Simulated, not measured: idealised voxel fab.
The name of this process module is voxel tone inversion.
Section cut is 210 nm wide and gridded with 5 nm square cells.
Square cells in a grid make up a cross-section in this document, and the grid is given as bands, listed from the top down, each one or more rows of cells.
Band: top and bottom heights (nm) first, top before bottom; then materials from left to right, widths in nm. "full width" marks a sole material filling the band edge to edge. "air" denotes empty space.
Heights are reckoned from 0. Under this level, the received wafer is all of one material. The bottommost band is open-ended downward, for example "0..down".
Top row gets the first number, bottom row gets the second, and each row in between changes by the same step: that is how a band width like "30 to 40" works.
Basically "all unchanged" means that step didn't change any cell in the cross-section.
This entry, "Fully closed voids", enumerates those empty regions of no fewer than 8 cells that possess no open connection to the top. Each region is reported in the form width x height at distance, the distance being taken from the left edge, with all three quantities expressed in nm.
It should be noted that, on the line of a given step, the content following the step's settings is a remark produced by the simulator itself with respect to that step.
overlay nm: where the mask lay relative to plan, measured to the right, on steps with a mask; negatives go left.
Planned step list for the process
1. RECEIVE, material Si
2. CONFORMAL_DEP, material SiN, thk nm 10
3. DIRECTIONAL_DEP, material polySi, thk nm 20
4. PATTERN, tone cover, mask id POSTS, material resist, width nm 15, pitch nm 35, thk nm 30, overlay nm 0
5. DIRECTIONAL_ETCH, etch materials polySi, depth nm 20
6. STRIP, etch materials resist
7. FILL_DEP, material SiO2, thk nm 5
8. CMP, height nm 30
9. STRIP, etch materials polySi
What follows covers the first of two wafers; it ran as planned
Wafer cross-section on receipt, i.e. after step 1
- 0..down | Si full width
- Fully closed voids: none
Cross-section of the wafer subsequent to step 2
- 10..0 | SiN full width
- Whatever lies below 0 is exactly as it was before.
Cross-section of the wafer subsequent to step 3
- 30..10 | polySi full width
- Whatever lies below 10 is exactly as it was before.
Cross-section of the wafer subsequent to step 4
- 60..30 | 60 of air  15 of resist  20 of air  15 of resist  20 of air  15 of resist  65 of air
- Whatever lies below 30 is exactly as it was before.
Cross-section of the wafer subsequent to step 5
- 60..30 | 60 of air  15 of resist  20 of air  15 of resist  20 of air  15 of resist  65 of air
- 30..10 | 60 of air  15 of polySi  20 of air  15 of polySi  20 of air  15 of polySi  65 of air
- Whatever lies below 10 is exactly as it was before.
Cross-section of the wafer subsequent to step 6
- 30..10 | 60 of air  15 of polySi  20 of air  15 of polySi  20 of air  15 of polySi  65 of air
- Whatever lies below 10 is exactly as it was before.
Cross-section of the wafer subsequent to step 7
- 35..30 | SiO2 full width
- 30..10 | 60 of SiO2  15 of polySi  20 of SiO2  15 of polySi  20 of SiO2  15 of polySi  65 of SiO2
- Whatever lies below 10 is exactly as it was before.
Cross-section of the wafer subsequent to step 8
- 30..10 | 60 of SiO2  15 of polySi  20 of SiO2  15 of polySi  20 of SiO2  15 of polySi  65 of SiO2
- Whatever lies below 10 is exactly as it was before.
Cross-section of the wafer subsequent to step 9
- 30..10 | 60 of SiO2  15 of air  20 of SiO2  15 of air  20 of SiO2  15 of air  65 of SiO2
- Whatever lies below 10 is exactly as it was before.
Second wafer: same start and same plan as the first, one execution error; identical to the first through step 3
At the planned end of step 4, the second wafer in cross-section
- 60..30 | 60 of air  20 of resist  15 of air  20 of resist  15 of air  20 of resist  60 of air
- Whatever lies below 30 is exactly as it was before.
At the planned end of step 5, the second wafer in cross-section
- 60..30 | 60 of air  20 of resist  15 of air  20 of resist  15 of air  20 of resist  60 of air
- 30..10 | 60 of air  20 of polySi  15 of air  20 of polySi  15 of air  20 of polySi  60 of air
- Whatever lies below 10 is exactly as it was before.
At the planned end of step 6, the second wafer in cross-section
- 30..10 | 60 of air  20 of polySi  15 of air  20 of polySi  15 of air  20 of polySi  60 of air
- Whatever lies below 10 is exactly as it was before.
At the planned end of step 7, the second wafer in cross-section
- 35..30 | SiO2 full width
- 30..10 | 60 of SiO2  20 of polySi  15 of SiO2  20 of polySi  15 of SiO2  20 of polySi  60 of SiO2
- Whatever lies below 10 is exactly as it was before.
At the planned end of step 8, the second wafer in cross-section
- 30..10 | 60 of SiO2  20 of polySi  15 of SiO2  20 of polySi  15 of SiO2  20 of polySi  60 of SiO2
- Whatever lies below 10 is exactly as it was before.
At the planned end of step 9, the second wafer in cross-section
- 30..10 | 60 of SiO2  20 of air  15 of SiO2  20 of air  15 of SiO2  20 of air  60 of SiO2
- Whatever lies below 10 is exactly as it was before.
The mistake made against the process plan was this: step 4 ran differently from the plan; actual operation with settings: PATTERN, tone cover, mask id POSTS, material resist, width nm 20, pitch nm 35, thk nm 30, overlay nm 0
Materials where the second wafer ends with more or fewer cells than the first: SiO2: 12 fewer
